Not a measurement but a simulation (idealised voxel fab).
voxel ribs on slabs: a process module
FYI the section here is cut, 225 nm wide, cells are 5 nm squares.
For the purposes of this document, a cross-section shall be understood as a grid of square cells, specified as bands listed in top-to-bottom order, each band consisting of one or more rows of cells. For a band, the entry starts with two heights in nm, that of the top and then that of the bottom, and carries on with the band's materials in order from left to right, each alongside its width in nm; the word "throughout" beside a single material means it fills the band edge to edge, and "empty" means empty space. Beneath 0, the wafer as received is one material, and that level is where height counting begins. The lowest band goes on downward without a bottom; it is written like "top 0, no bottom". With a width like "30..40", each row of cells in the band differs from the next by the same amount, the top row carrying the first number and the bottom row the second. The designation "nothing different", where it is given for a processing step, indicates that no cell of the cross-section was altered in the course of that step. So "Closed voids list" is basically the list of trapped voids: any empty space of 8 cells or more that can't reach the top through an opening. They're written width x height at distance, the distance being from the left edge, and it's all nm. Heads up: the bit after the settings on a step's line is the simulator's remark on that step. "overlay nm" denotes, for a step that has a mask, the displacement of the mask to the right of its planned place, with negative values corresponding to the left.

## This section lists the process steps that were planned
1) op RECEIVE | material Si
2) op DIRECTIONAL_DEP | material SiO2 | thk nm 25
3) op DIRECTIONAL_DEP | material polySi | thk nm 20
4) op PATTERN | tone cover | mask id RIB | material resist | width nm 15 | thk nm 20 | overlay nm 0
5) op DIRECTIONAL_ETCH | etch materials polySi | depth nm 15
6) op STRIP | etch materials resist
7) op MASKED_ETCH | tone cover | mask id SLAB | width nm 65 | etch materials polySi | depth nm 5 | overlay nm -15
8) op FILL_DEP | material SiO2 | thk nm 20
9) op CMP | height nm 55
10) op DIRECTIONAL_DEP | material W | thk nm 10
11) op PATTERN | tone cover | mask id HEATER | material resist | width nm 25 | thk nm 15 | overlay nm 0
12) op DIRECTIONAL_ETCH | etch materials W | depth nm 10
13) op STRIP | etch materials resist
14) op CONFORMAL_DEP | material SiN | thk nm 10
Wafer-to-wafer difference: overlay nm, step 7. Common start. Plan = first wafer's value.

## As-received cross-section, first of several wafers, post step 1
  top 0, no bottom = Si throughout
  Closed voids list: none

## End of module, by wafer: material-by-material cell gain (+) or loss (-) since receipt, then closed voids
overlay nm -15 | +98 SiN | +473 SiO2 | +10 W | +22 polySi | Closed voids list: none
overlay nm -10 | +98 SiN | +473 SiO2 | +10 W | +22 polySi | Closed voids list: none
overlay nm -5 | +98 SiN | +473 SiO2 | +10 W | +22 polySi | Closed voids list: none
overlay nm 0 | +98 SiN | +473 SiO2 | +10 W | +22 polySi | Closed voids list: none
overlay nm 5 | +98 SiN | +473 SiO2 | +10 W | +22 polySi | Closed voids list: none
overlay nm 10 | +98 SiN | +473 SiO2 | +10 W | +22 polySi | Closed voids list: none
overlay nm 15 | +98 SiN | +473 SiO2 | +10 W | +22 polySi | Closed voids list: none
